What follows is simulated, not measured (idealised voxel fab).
Presented below is a process module, voxel wiring stack.
For reference, the cross-section in this document is cut, with width 170 nm and square cells of 5 nm.
In this document a cross-section is written as a grid of square cells. It is given as a series of bands, listed from the top down, and a band is one or more rows of cells. Band: top and bottom heights (nm) first, top before bottom; then materials from left to right, widths in nm. "full width" marks a sole material filling the band edge to edge. "empty" denotes empty space. Where do heights start? At 0: under that level the wafer as delivered is made of one material only. And the lowest band has no floor; it just carries on downward, as in "0 -> down". A two-number width, for instance "30..40", indicates that the width is equal to the first number in the top row of the band and to the second number in the bottom row, and that it changes by a constant amount per row of cells. Basically "left unchanged" means that step didn't change any cell in the cross-section. Look at "Enclosed voids" for the closed voids: empty spaces with no open path to the top, sized 8 cells or up. Each is width x height at distance, distance from the left edge, all nm. Past the settings on a step's line: simulator remark, on that step. overlay nm: mask offset rightward from planned place, masked step; negative means leftward offset.
**plan**
1. RECEIVE [material Si]
2. CONFORMAL_DEP [material SiO2] [thk nm 15]
3. DIRECTIONAL_DEP [material TiN] [thk nm 5]
4. DIRECTIONAL_DEP [material W] [thk nm 15]
5. DIRECTIONAL_DEP [material aC] [thk nm 15]
6. PATTERN [tone cover] [mask id METAL_1] [material resist] [width nm 25] [pitch nm 40] [thk nm 35] [overlay nm 0]
7. DIRECTIONAL_ETCH [etch materials aC] [depth nm 15]
8. STRIP [etch materials resist]
9. DIRECTIONAL_ETCH [etch materials W] [depth nm 15]
10. DIRECTIONAL_ETCH [etch materials TiN] [depth nm 5]
11. STRIP [etch materials aC]
12. CONFORMAL_DEP [material SiN] [thk nm 5]
13. FILL_DEP [material SiO2] [thk nm 5]
14. CMP [height nm 35]
15. CONFORMAL_DEP [material SiCN] [thk nm 5]
16. DIRECTIONAL_DEP [material SiO2] [thk nm 25]
17. DIRECTIONAL_DEP [material aC] [thk nm 15]
18. PATTERN [tone open] [mask id METAL_2] [material resist] [width nm 25] [pitch nm 40] [thk nm 30] [overlay nm 0]
19. DIRECTIONAL_ETCH [etch materials aC] [depth nm 15]
20. STRIP [etch materials resist]
21. DIRECTIONAL_ETCH [etch materials SiO2] [depth nm 15]
22. STRIP [etch materials aC]
23. DIRECTIONAL_DEP [material aC] [thk nm 10]
24. PATTERN [tone open] [mask id METAL_2_HOLES] [material resist] [width nm 15] [pitch nm 80] [thk nm 30] [overlay nm 0]
25. DIRECTIONAL_ETCH [etch materials aC] [depth nm 10]
26. STRIP [etch materials resist]
27. DIRECTIONAL_ETCH [etch materials SiO2] [depth nm 10]
28. DIRECTIONAL_ETCH [etch materials SiCN] [depth nm 5]
29. STRIP [etch materials aC]
30. CONFORMAL_DEP [material TiN] [thk nm 5]
31. FILL_DEP [material Cu] [thk nm 5]
32. CMP [height nm 65]
33. CONFORMAL_DEP [material SiCN] [thk nm 5]
34. DIRECTIONAL_DEP [material lowk] [thk nm 25]
35. MASKED_ETCH [tone open] [mask id METAL_3] [width nm 25] [pitch nm 40] [etch materials lowk] [depth nm 15] [overlay nm 0]
36. MASKED_ETCH [tone open] [mask id METAL_3_HOLES] [width nm 15] [pitch nm 40] [etch materials lowk] [depth nm 10] [overlay nm 0]
37. MASKED_ETCH [tone open] [mask id METAL_3_HOLES] [width nm 15] [pitch nm 40] [etch materials SiCN] [depth nm 5] [overlay nm 0]
38. CONFORMAL_DEP [material TiN] [thk nm 5]
39. FILL_DEP [material Cu] [thk nm 10]
40. CMP [height nm 95]
41. CONFORMAL_DEP [material SiN] [thk nm 5]
**The first wafer of two, processed as planned**
**Shown in cross-section is the wafer as received, that is, as it stands after step 1**
- 0 -> down | Si full width
- Enclosed voids: none
**Sectional view: wafer, after step 2**
- 15 -> 0 | SiO2 full width
- All layers under 0 are left as they were.
**Sectional view: wafer, after step 3**
- 20 -> 15 | TiN full width
- All layers under 15 are left as they were.
**Sectional view: wafer, after step 4**
- 35 -> 20 | W full width
- All layers under 20 are left as they were.
**Sectional view: wafer, after step 5**
- 50 -> 35 | aC full width
- All layers under 35 are left as they were.
**Sectional view: wafer, after step 6**
- 85 -> 50 | empty (30), then resist (25), then empty (15), then resist (25), then empty (15), then resist (25), then empty (35)
- All layers under 50 are left as they were.
**Sectional view: wafer, after step 7**
- 70 -> 50 | empty (30), then resist (25), then empty (15), then resist (25), then empty (15), then resist (25), then empty (35)
- 50 -> 35 | empty (30), then aC (25), then empty (15), then aC (25), then empty (15), then aC (25), then empty (35)
- All layers under 35 are left as they were.
**Sectional view: wafer, after step 8**
- 50 -> 35 | empty (30), then aC (25), then empty (15), then aC (25), then empty (15), then aC (25), then empty (35)
- All layers under 35 are left as they were.
**Sectional view: wafer, after step 9**
- 50 -> 35 | empty (30), then aC (25), then empty (15), then aC (25), then empty (15), then aC (25), then empty (35)
- 35 -> 20 | empty (30), then W (25), then empty (15), then W (25), then empty (15), then W (25), then empty (35)
- All layers under 20 are left as they were.
**Sectional view: wafer, after step 10**
- 50 -> 35 | empty (30), then aC (25), then empty (15), then aC (25), then empty (15), then aC (25), then empty (35)
- 35 -> 20 | empty (30), then W (25), then empty (15), then W (25), then empty (15), then W (25), then empty (35)
- 20 -> 15 | empty (30), then TiN (25), then empty (15), then TiN (25), then empty (15), then TiN (25), then empty (35)
- All layers under 15 are left as they were.
**Sectional view: wafer, after step 11**
- 35 -> 20 | empty (30), then W (25), then empty (15), then W (25), then empty (15), then W (25), then empty (35)
- All layers under 20 are left as they were.
**Sectional view: wafer, after step 12**
- 40 -> 35 | empty (25), then SiN (35), then empty (5), then SiN (35), then empty (5), then SiN (35), then empty (30)
- 35 -> 20 | empty (25), then SiN (5), then W (25), then SiN (5), then empty (5), then SiN (5), then W (25), then SiN (5), then empty (5), then SiN (5), then W (25), then SiN (5), then empty (30)
- 20 -> 15 | SiN (30), then TiN (25), then SiN (15), then TiN (25), then SiN (15), then TiN (25), then SiN (35)
- All layers under 15 are left as they were.
**Sectional view: wafer, after step 13**
- 45 -> 40 | SiO2 full width
- 40 -> 35 | SiO2 (25), then SiN (35), then SiO2 (5), then SiN (35), then SiO2 (5), then SiN (35), then SiO2 (30)
- 35 -> 20 | SiO2 (25), then SiN (5), then W (25), then SiN (5), then SiO2 (5), then SiN (5), then W (25), then SiN (5), then SiO2 (5), then SiN (5), then W (25), then SiN (5), then SiO2 (30)
- All layers under 20 are left as they were.
**Sectional view: wafer, after step 14**
- 35 -> 20 | SiO2 (25), then SiN (5), then W (25), then SiN (5), then SiO2 (5), then SiN (5), then W (25), then SiN (5), then SiO2 (5), then SiN (5), then W (25), then SiN (5), then SiO2 (30)
- All layers under 20 are left as they were.
**Sectional view: wafer, after step 15**
- 40 -> 35 | SiCN full width
- All layers under 35 are left as they were.
**Sectional view: wafer, after step 16**
- 65 -> 40 | SiO2 full width
- All layers under 40 are left as they were.
**Sectional view: wafer, after step 17**
- 80 -> 65 | aC full width
- All layers under 65 are left as they were.
**Sectional view: wafer, after step 18**
- 110 -> 80 | resist (30), then empty (25), then resist (15), then empty (25), then resist (15), then empty (25), then resist (35)
- All layers under 80 are left as they were.
**Sectional view: wafer, after step 19**
- 95 -> 80 | resist (30), then empty (25), then resist (15), then empty (25), then resist (15), then empty (25), then resist (35)
- 80 -> 65 | aC (30), then empty (25), then aC (15), then empty (25), then aC (15), then empty (25), then aC (35)
- All layers under 65 are left as they were.
**Sectional view: wafer, after step 20**
- 80 -> 65 | aC (30), then empty (25), then aC (15), then empty (25), then aC (15), then empty (25), then aC (35)
- All layers under 65 are left as they were.
**Sectional view: wafer, after step 21**
- 80 -> 65 | aC (30), then empty (25), then aC (15), then empty (25), then aC (15), then empty (25), then aC (35)
- 65 -> 50 | SiO2 (30), then empty (25), then SiO2 (15), then empty (25), then SiO2 (15), then empty (25), then SiO2 (35)
- All layers under 50 are left as they were.
**Sectional view: wafer, after step 22**
- 65 -> 50 | SiO2 (30), then empty (25), then SiO2 (15), then empty (25), then SiO2 (15), then empty (25), then SiO2 (35)
- All layers under 50 are left as they were.
**Sectional view: wafer, after step 23**
- 75 -> 65 | aC (30), then empty (25), then aC (15), then empty (25), then aC (15), then empty (25), then aC (35)
- 65 -> 60 | SiO2 (30), then empty (25), then SiO2 (15), then empty (25), then SiO2 (15), then empty (25), then SiO2 (35)
- 60 -> 50 | SiO2 (30), then aC (25), then SiO2 (15), then aC (25), then SiO2 (15), then aC (25), then SiO2 (35)
- All layers under 50 are left as they were.
**Sectional view: wafer, after step 24**
- 105 -> 75 | resist (30), then empty (15), then resist (65), then empty (15), then resist (45)
- 75 -> 65 | aC (30), then empty (15), then resist (10), then aC (15), then resist (25), then aC (15), then empty (15), then resist (10), then aC (35)
- 65 -> 60 | SiO2 (30), then empty (15), then resist (10), then SiO2 (15), then resist (25), then SiO2 (15), then empty (15), then resist (10), then SiO2 (35)
- All layers under 60 are left as they were.
**Sectional view: wafer, after step 25**
- 95 -> 75 | resist (30), then empty (15), then resist (65), then empty (15), then resist (45)
- 75 -> 65 | aC (30), then empty (15), then resist (10), then aC (15), then resist (25), then aC (15), then empty (15), then resist (10), then aC (35)
- 65 -> 60 | SiO2 (30), then empty (15), then resist (10), then SiO2 (15), then resist (25), then SiO2 (15), then empty (15), then resist (10), then SiO2 (35)
- 60 -> 50 | SiO2 (30), then empty (15), then aC (10), then SiO2 (15), then aC (25), then SiO2 (15), then empty (15), then aC (10), then SiO2 (35)
- All layers under 50 are left as they were.
**Sectional view: wafer, after step 26**
- 75 -> 65 | aC (30), then empty (25), then aC (15), then empty (25), then aC (15), then empty (25), then aC (35)
- 65 -> 60 | SiO2 (30), then empty (25), then SiO2 (15), then empty (25), then SiO2 (15), then empty (25), then SiO2 (35)
- All layers under 60 are left as they were.
**Sectional view: wafer, after step 27**
- 75 -> 65 | aC (30), then empty (25), then aC (15), then empty (25), then aC (15), then empty (25), then aC (35)
- 65 -> 60 | SiO2 (30), then empty (25), then SiO2 (15), then empty (25), then SiO2 (15), then empty (25), then SiO2 (35)
- 60 -> 50 | SiO2 (30), then empty (15), then aC (10), then SiO2 (15), then aC (25), then SiO2 (15), then empty (15), then aC (10), then SiO2 (35)
- 50 -> 40 | SiO2 (30), then empty (15), then SiO2 (65), then empty (15), then SiO2 (45)
- All layers under 40 are left as they were.
**Sectional view: wafer, after step 28**
- 75 -> 65 | aC (30), then empty (25), then aC (15), then empty (25), then aC (15), then empty (25), then aC (35)
- 65 -> 60 | SiO2 (30), then empty (25), then SiO2 (15), then empty (25), then SiO2 (15), then empty (25), then SiO2 (35)
- 60 -> 50 | SiO2 (30), then empty (15), then aC (10), then SiO2 (15), then aC (25), then SiO2 (15), then empty (15), then aC (10), then SiO2 (35)
- 50 -> 40 | SiO2 (30), then empty (15), then SiO2 (65), then empty (15), then SiO2 (45)
- 40 -> 35 | SiCN (30), then empty (15), then SiCN (65), then empty (15), then SiCN (45)
- All layers under 35 are left as they were.
**Sectional view: wafer, after step 29**
- 65 -> 50 | SiO2 (30), then empty (25), then SiO2 (15), then empty (25), then SiO2 (15), then empty (25), then SiO2 (35)
- All layers under 50 are left as they were.
**Sectional view: wafer, after step 30**
- 70 -> 65 | TiN (35), then empty (15), then TiN (25), then empty (15), then TiN (25), then empty (15), then TiN (40)
- 65 -> 55 | SiO2 (30), then TiN (5), then empty (15), then TiN (5), then SiO2 (15), then TiN (5), then empty (15), then TiN (5), then SiO2 (15), then TiN (5), then empty (15), then TiN (5), then SiO2 (35)
- 55 -> 50 | SiO2 (30), then TiN (5), then empty (5), then TiN (15), then SiO2 (15), then TiN (25), then SiO2 (15), then TiN (5), then empty (5), then TiN (15), then SiO2 (35)
- 50 -> 40 | SiO2 (30), then TiN (5), then empty (5), then TiN (5), then SiO2 (65), then TiN (5), then empty (5), then TiN (5), then SiO2 (45)
- 40 -> 35 | SiCN (30), then TiN (15), then SiCN (65), then TiN (15), then SiCN (45)
- All layers under 35 are left as they were.
**Sectional view: wafer, after step 31**
- 75 -> 70 | Cu full width
- 70 -> 65 | TiN (35), then Cu (15), then TiN (25), then Cu (15), then TiN (25), then Cu (15), then TiN (40)
- 65 -> 55 | SiO2 (30), then TiN (5), then Cu (15), then TiN (5), then SiO2 (15), then TiN (5), then Cu (15), then TiN (5), then SiO2 (15), then TiN (5), then Cu (15), then TiN (5), then SiO2 (35)
- 55 -> 50 | SiO2 (30), then TiN (5), then Cu (5), then TiN (15), then SiO2 (15), then TiN (25), then SiO2 (15), then TiN (5), then Cu (5), then TiN (15), then SiO2 (35)
- 50 -> 40 | SiO2 (30), then TiN (5), then Cu (5), then TiN (5), then SiO2 (65), then TiN (5), then Cu (5), then TiN (5), then SiO2 (45)
- All layers under 40 are left as they were.
**Sectional view: wafer, after step 32**
- 65 -> 55 | SiO2 (30), then TiN (5), then Cu (15), then TiN (5), then SiO2 (15), then TiN (5), then Cu (15), then TiN (5), then SiO2 (15), then TiN (5), then Cu (15), then TiN (5), then SiO2 (35)
- All layers under 55 are left as they were.
**Sectional view: wafer, after step 33**
- 70 -> 65 | SiCN full width
- All layers under 65 are left as they were.
**Sectional view: wafer, after step 34**
- 95 -> 70 | lowk full width
- All layers under 70 are left as they were.
**Sectional view: wafer, after step 35**
- 95 -> 80 | lowk (30), then empty (25), then lowk (15), then empty (25), then lowk (15), then empty (25), then lowk (35)
- All layers under 80 are left as they were.
**Sectional view: wafer, after step 36**
- 95 -> 80 | lowk (30), then empty (25), then lowk (15), then empty (25), then lowk (15), then empty (25), then lowk (35)
- 80 -> 70 | lowk (30), then empty (15), then lowk (25), then empty (15), then lowk (25), then empty (15), then lowk (45)
- All layers under 70 are left as they were.
**Sectional view: wafer, after step 37**
- 95 -> 80 | lowk (30), then empty (25), then lowk (15), then empty (25), then lowk (15), then empty (25), then lowk (35)
- 80 -> 70 | lowk (30), then empty (15), then lowk (25), then empty (15), then lowk (25), then empty (15), then lowk (45)
- 70 -> 65 | SiCN (30), then empty (15), then SiCN (25), then empty (15), then SiCN (25), then empty (15), then SiCN (45)
- All layers under 65 are left as they were.
**Sectional view: wafer, after step 38**
- 100 -> 95 | TiN (35), then empty (15), then TiN (25), then empty (15), then TiN (25), then empty (15), then TiN (40)
- 95 -> 85 | lowk (30), then TiN (5), then empty (15), then TiN (5), then lowk (15), then TiN (5), then empty (15), then TiN (5), then lowk (15), then TiN (5), then empty (15), then TiN (5), then lowk (35)
- 85 -> 80 | lowk (30), then TiN (5), then empty (5), then TiN (15), then lowk (15), then TiN (5), then empty (5), then TiN (15), then lowk (15), then TiN (5), then empty (5), then TiN (15), then lowk (35)
- 80 -> 70 | lowk (30), then TiN (5), then empty (5), then TiN (5), then lowk (25), then TiN (5), then empty (5), then TiN (5), then lowk (25), then TiN (5), then empty (5), then TiN (5), then lowk (45)
- 70 -> 65 | SiCN (30), then TiN (15), then SiCN (25), then TiN (15), then SiCN (25), then TiN (15), then SiCN (45)
- All layers under 65 are left as they were.
**Sectional view: wafer, after step 39**
- 110 -> 100 | Cu full width
- 100 -> 95 | TiN (35), then Cu (15), then TiN (25), then Cu (15), then TiN (25), then Cu (15), then TiN (40)
- 95 -> 85 | lowk (30), then TiN (5), then Cu (15), then TiN (5), then lowk (15), then TiN (5), then Cu (15), then TiN (5), then lowk (15), then TiN (5), then Cu (15), then TiN (5), then lowk (35)
- 85 -> 80 | lowk (30), then TiN (5), then Cu (5), then TiN (15), then lowk (15), then TiN (5), then Cu (5), then TiN (15), then lowk (15), then TiN (5), then Cu (5), then TiN (15), then lowk (35)
- 80 -> 70 | lowk (30), then TiN (5), then Cu (5), then TiN (5), then lowk (25), then TiN (5), then Cu (5), then TiN (5), then lowk (25), then TiN (5), then Cu (5), then TiN (5), then lowk (45)
- All layers under 70 are left as they were.
**Sectional view: wafer, after step 40**
- 95 -> 85 | lowk (30), then TiN (5), then Cu (15), then TiN (5), then lowk (15), then TiN (5), then Cu (15), then TiN (5), then lowk (15), then TiN (5), then Cu (15), then TiN (5), then lowk (35)
- All layers under 85 are left as they were.
**Sectional view: wafer, after step 41**
- 100 -> 95 | SiN full width
- All layers under 95 are left as they were.
**Second Wafer (Identical Start and Plan, One Processing Error; Matches First Wafer Through Step 34)**
**Second wafer: cross-section at the scheduled end of step 35**
- 95 -> 80 | empty (30), then lowk (25), then empty (15), then lowk (25), then empty (15), then lowk (25), then empty (35)
- All layers under 80 are left as they were.
**Second wafer: cross-section at the scheduled end of step 36**
- 95 -> 85 | empty (45), then lowk (10), then empty (30), then lowk (10), then empty (30), then lowk (10), then empty (35)
- All layers under 85 are left as they were.
Second wafer: cross-section at the scheduled end of step 37: left unchanged
**Second wafer: cross-section at the scheduled end of step 38**
- 100 -> 95 | empty (40), then TiN (20), then empty (20), then TiN (20), then empty (20), then TiN (20), then empty (30)
- 95 -> 85 | empty (40..25), then TiN (5..20), then lowk (10), then TiN (5), then empty (20..5), then TiN (5..20), then lowk (10), then TiN (5), then empty (20..5), then TiN (5..20), then lowk (10), then TiN (5), then empty (30)
- 85 -> 80 | TiN (30), then lowk (25), then TiN (15), then lowk (25), then TiN (15), then lowk (25), then TiN (35)
- All layers under 80 are left as they were.
**Second wafer: cross-section at the scheduled end of step 39**
- 110 -> 100 | Cu full width
- 100 -> 95 | Cu (40), then TiN (20), then Cu (20), then TiN (20), then Cu (20), then TiN (20), then Cu (30)
- 95 -> 85 | Cu (40..25), then TiN (5..20), then lowk (10), then TiN (5), then Cu (20..5), then TiN (5..20), then lowk (10), then TiN (5), then Cu (20..5), then TiN (5..20), then lowk (10), then TiN (5), then Cu (30)
- All layers under 85 are left as they were.
**Second wafer: cross-section at the scheduled end of step 40**
- 95 -> 85 | Cu (40..25), then TiN (5..20), then lowk (10), then TiN (5), then Cu (20..5), then TiN (5..20), then lowk (10), then TiN (5), then Cu (20..5), then TiN (5..20), then lowk (10), then TiN (5), then Cu (30)
- All layers under 85 are left as they were.
**Second wafer: cross-section at the scheduled end of step 41**
- 100 -> 95 | SiN full width
- All layers under 95 are left as they were.
what went wrong: step 35 deviated from plan and actually ran as MASKED_ETCH [tone cover] [mask id METAL_3] [width nm 25] [pitch nm 40] [etch materials lowk] [depth nm 15] [overlay nm 0]
Count the cells at the end and the second wafer has more or fewer of some materials than the first: Cu +8, SiCN +9, TiN -5, lowk -12
